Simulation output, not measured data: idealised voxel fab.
The process module that follows is named voxel gate over fins.
The figure presents cross-section cut, which has a width of 235 nm and is divided into square cells with an edge length of 5 nm.
Cross-section = grid of square cells, listed top down in bands; band = one or more rows. Top, bottom (nm), then materials left to right with widths (nm); lone material tagged "throughout" fills the whole band edge to edge; "empty" = empty space. Height datum 0, below which the as-received substrate wafer is one material. Lowest band open at the bottom, running downward: "z 0 and below". Graded width ("30->40"): value in top row of band = first number; value in bottom row = second number; row-to-row change constant. "nothing different" (step): cross-section cells unchanged, all of them. "Voids, sealed" contains a list of empty spaces, each no smaller than 8 cells and without an open way to the top, written in the form width x height at distance with the distance from the left edge and all three in nm. after a step's settings: what the simulator itself notes on the step. When a step includes a mask, the "overlay nm" setting on its line states how far to the right of its planned place that mask lay, and negative values state how far to the left.
**The steps planned for the process are as follows**
step 1: RECEIVE [material Si]
step 2: CONFORMAL_DEP [material SiN] [thk nm 5]
step 3: PATTERN [tone cover] [mask id FINS] [material resist] [width nm 15] [pitch nm 35] [thk nm 15] [overlay nm 0]
step 4: DIRECTIONAL_ETCH [etch materials SiN] [depth nm 5]
step 5: DIRECTIONAL_ETCH [etch materials Si] [depth nm 35]
step 6: STRIP [etch materials resist]
step 7: FILL_DEP [material SiO2] [thk nm 15]
step 8: CMP [height nm 5]
step 9: SELECTIVE_ETCH [etch materials SiO2] [depth nm 15]
step 10: STRIP [etch materials SiN]
step 11: CONFORMAL_DEP [material HfO2] [thk nm 5]
step 12: CONFORMAL_DEP [material TiN] [thk nm 5]
step 13: CONFORMAL_DEP [material TiAl] [thk nm 5]
step 14: CONFORMAL_DEP [material TiN] [thk nm 5]
step 15: FILL_DEP [material W] [thk nm 15]
step 16: CMP [height nm 30]
step 17: CONFORMAL_DEP [material SiCN] [thk nm 5]
**What follows covers the first of two wafers; it ran as planned**
**Received-state cross-section, reflecting completion of step 1**
* z 0 and below | Si throughout
* Voids, sealed: none
**Wafer after step 2 (cross-section)**
* z 5 to 0 | SiN throughout
* Rest of section, below 0: as before.
**Wafer after step 3 (cross-section)**
* z 20 to 5 | empty: 90, resist: 15, empty: 20, resist: 15, empty: 95
* Rest of section, below 5: as before.
**Wafer after step 4 (cross-section)**
* z 20 to 5 | empty: 90, resist: 15, empty: 20, resist: 15, empty: 95
* z 5 to 0 | empty: 90, SiN: 15, empty: 20, SiN: 15, empty: 95
* Rest of section, below 0: as before.
**Wafer after step 5 (cross-section)**
* z 20 to 5 | empty: 90, resist: 15, empty: 20, resist: 15, empty: 95
* z 5 to 0 | empty: 90, SiN: 15, empty: 20, SiN: 15, empty: 95
* z 0 to -35 | empty: 90, Si: 15, empty: 20, Si: 15, empty: 95
* Rest of section, below -35: as before.
**Wafer after step 6 (cross-section)**
* z 5 to 0 | empty: 90, SiN: 15, empty: 20, SiN: 15, empty: 95
* Rest of section, below 0: as before.
**Wafer after step 7 (cross-section)**
* z 20 to 5 | SiO2 throughout
* z 5 to 0 | SiO2: 90, SiN: 15, SiO2: 20, SiN: 15, SiO2: 95
* z 0 to -35 | SiO2: 90, Si: 15, SiO2: 20, Si: 15, SiO2: 95
* Rest of section, below -35: as before.
**Wafer after step 8 (cross-section)**
* z 5 to 0 | SiO2: 90, SiN: 15, SiO2: 20, SiN: 15, SiO2: 95
* Rest of section, below 0: as before.
**Wafer after step 9 (cross-section)**
* z 5 to 0 | empty: 90, SiN: 15, empty: 20, SiN: 15, empty: 95
* z 0 to -10 | empty: 90, Si: 15, empty: 20, Si: 15, empty: 95
* Rest of section, below -10: as before.
**Wafer after step 10 (cross-section)**
* z 0 to -10 | empty: 90, Si: 15, empty: 20, Si: 15, empty: 95
* Rest of section, below -10: as before.
**Wafer after step 11 (cross-section)**
* z 5 to 0 | empty: 85, HfO2: 25, empty: 10, HfO2: 25, empty: 90
* z 0 to -5 | empty: 85, HfO2: 5, Si: 15, HfO2: 5, empty: 10, HfO2: 5, Si: 15, HfO2: 5, empty: 90
* z -5 to -10 | HfO2: 90, Si: 15, HfO2: 20, Si: 15, HfO2: 95
* Rest of section, below -10: as before.
**Wafer after step 12 (cross-section)**
* z 10 to 5 | empty: 80, TiN: 70, empty: 85
* z 5 to 0 | empty: 80, TiN: 5, HfO2: 25, TiN: 10, HfO2: 25, TiN: 5, empty: 85
* z 0 to -5 | TiN: 85, HfO2: 5, Si: 15, HfO2: 5, TiN: 10, HfO2: 5, Si: 15, HfO2: 5, TiN: 90
* Rest of section, below -5: as before.
**Wafer after step 13 (cross-section)**
* z 15 to 10 | empty: 75, TiAl: 80, empty: 80
* z 10 to 5 | empty: 75, TiAl: 5, TiN: 70, TiAl: 5, empty: 80
* z 5 to 0 | TiAl: 80, TiN: 5, HfO2: 25, TiN: 10, HfO2: 25, TiN: 5, TiAl: 85
* Rest of section, below 0: as before.
**Wafer after step 14 (cross-section)**
* z 20 to 15 | empty: 70, TiN: 90, empty: 75
* z 15 to 10 | empty: 70, TiN: 5, TiAl: 80, TiN: 5, empty: 75
* z 10 to 5 | TiN: 75, TiAl: 5, TiN: 70, TiAl: 5, TiN: 80
* Rest of section, below 5: as before.
**Wafer after step 15 (cross-section)**
* z 35 to 20 | W throughout
* z 20 to 15 | W: 70, TiN: 90, W: 75
* z 15 to 10 | W: 70, TiN: 5, TiAl: 80, TiN: 5, W: 75
* Rest of section, below 10: as before.
**Wafer after step 16 (cross-section)**
* z 30 to 20 | W throughout
* Rest of section, below 20: as before.
**Wafer after step 17 (cross-section)**
* z 35 to 30 | SiCN throughout
* Rest of section, below 30: as before.
**The Second Wafer: Common Origin and Plan, One Mistake in Execution, Identical to the First Through Step 2**
**Here is the second wafer in cross-section at the point where step 3 of the plan should have been done**
* z 20 to 5 | resist: 90, empty: 15, resist: 20, empty: 15, resist: 95
* Rest of section, below 5: as before.
**Here is the second wafer in cross-section at the point where step 4 of the plan should have been done**
* z 20 to 5 | resist: 90, empty: 15, resist: 20, empty: 15, resist: 95
* z 5 to 0 | SiN: 90, empty: 15, SiN: 20, empty: 15, SiN: 95
* Rest of section, below 0: as before.
**Here is the second wafer in cross-section at the point where step 5 of the plan should have been done**
* z 20 to 5 | resist: 90, empty: 15, resist: 20, empty: 15, resist: 95
* z 5 to 0 | SiN: 90, empty: 15, SiN: 20, empty: 15, SiN: 95
* z 0 to -35 | Si: 90, empty: 15, Si: 20, empty: 15, Si: 95
* Rest of section, below -35: as before.
**Here is the second wafer in cross-section at the point where step 6 of the plan should have been done**
* z 5 to 0 | SiN: 90, empty: 15, SiN: 20, empty: 15, SiN: 95
* Rest of section, below 0: as before.
**Here is the second wafer in cross-section at the point where step 7 of the plan should have been done**
* z 20 to 5 | SiO2 throughout
* z 5 to 0 | SiN: 90, SiO2: 15, SiN: 20, SiO2: 15, SiN: 95
* z 0 to -35 | Si: 90, SiO2: 15, Si: 20, SiO2: 15, Si: 95
* Rest of section, below -35: as before.
**Here is the second wafer in cross-section at the point where step 8 of the plan should have been done**
* z 5 to 0 | SiN: 90, SiO2: 15, SiN: 20, SiO2: 15, SiN: 95
* Rest of section, below 0: as before.
**Here is the second wafer in cross-section at the point where step 9 of the plan should have been done**
* z 5 to 0 | SiN: 90, empty: 15, SiN: 20, empty: 15, SiN: 95
* z 0 to -10 | Si: 90, empty: 15, Si: 20, empty: 15, Si: 95
* Rest of section, below -10: as before.
**Here is the second wafer in cross-section at the point where step 10 of the plan should have been done**
* z 0 to -10 | Si: 90, empty: 15, Si: 20, empty: 15, Si: 95
* Rest of section, below -10: as before.
**Here is the second wafer in cross-section at the point where step 11 of the plan should have been done**
* z 5 to 0 | HfO2: 95, empty: 5, HfO2: 30, empty: 5, HfO2: 100
* z 0 to -5 | Si: 90, HfO2: 5, empty: 5, HfO2: 5, Si: 20, HfO2: 5, empty: 5, HfO2: 5, Si: 95
* z -5 to -10 | Si: 90, HfO2: 15, Si: 20, HfO2: 15, Si: 95
* Rest of section, below -10: as before.
**Here is the second wafer in cross-section at the point where step 12 of the plan should have been done**
* z 10 to 5 | TiN throughout
* z 5 to 0 | HfO2: 95, TiN: 5, HfO2: 30, TiN: 5, HfO2: 100
* z 0 to -5 | Si: 90, HfO2: 5, TiN: 5, HfO2: 5, Si: 20, HfO2: 5, TiN: 5, HfO2: 5, Si: 95
* Rest of section, below -5: as before.
**Here is the second wafer in cross-section at the point where step 13 of the plan should have been done**
* z 15 to 10 | TiAl throughout
* Rest of section, below 10: as before.
**Here is the second wafer in cross-section at the point where step 14 of the plan should have been done**
* z 20 to 15 | TiN throughout
* Rest of section, below 15: as before.
**Here is the second wafer in cross-section at the point where step 15 of the plan should have been done**
* z 35 to 20 | W throughout
* Rest of section, below 20: as before.
**Here is the second wafer in cross-section at the point where step 16 of the plan should have been done**
* z 30 to 20 | W throughout
* Rest of section, below 20: as before.
**Here is the second wafer in cross-section at the point where step 17 of the plan should have been done**
* z 35 to 30 | SiCN throughout
* Rest of section, below 30: as before.
Nonconformance to the process plan: step 3: run off-plan, actual operation and settings PATTERN [tone open] [mask id FINS] [material resist] [width nm 15] [pitch nm 35] [thk nm 15] [overlay nm 0]
Count the cells at the end and the second wafer has more or fewer of some materials than the first: Si: 245 more | SiO2: 175 fewer | TiAl: 4 fewer | TiN: 8 fewer | W: 58 fewer
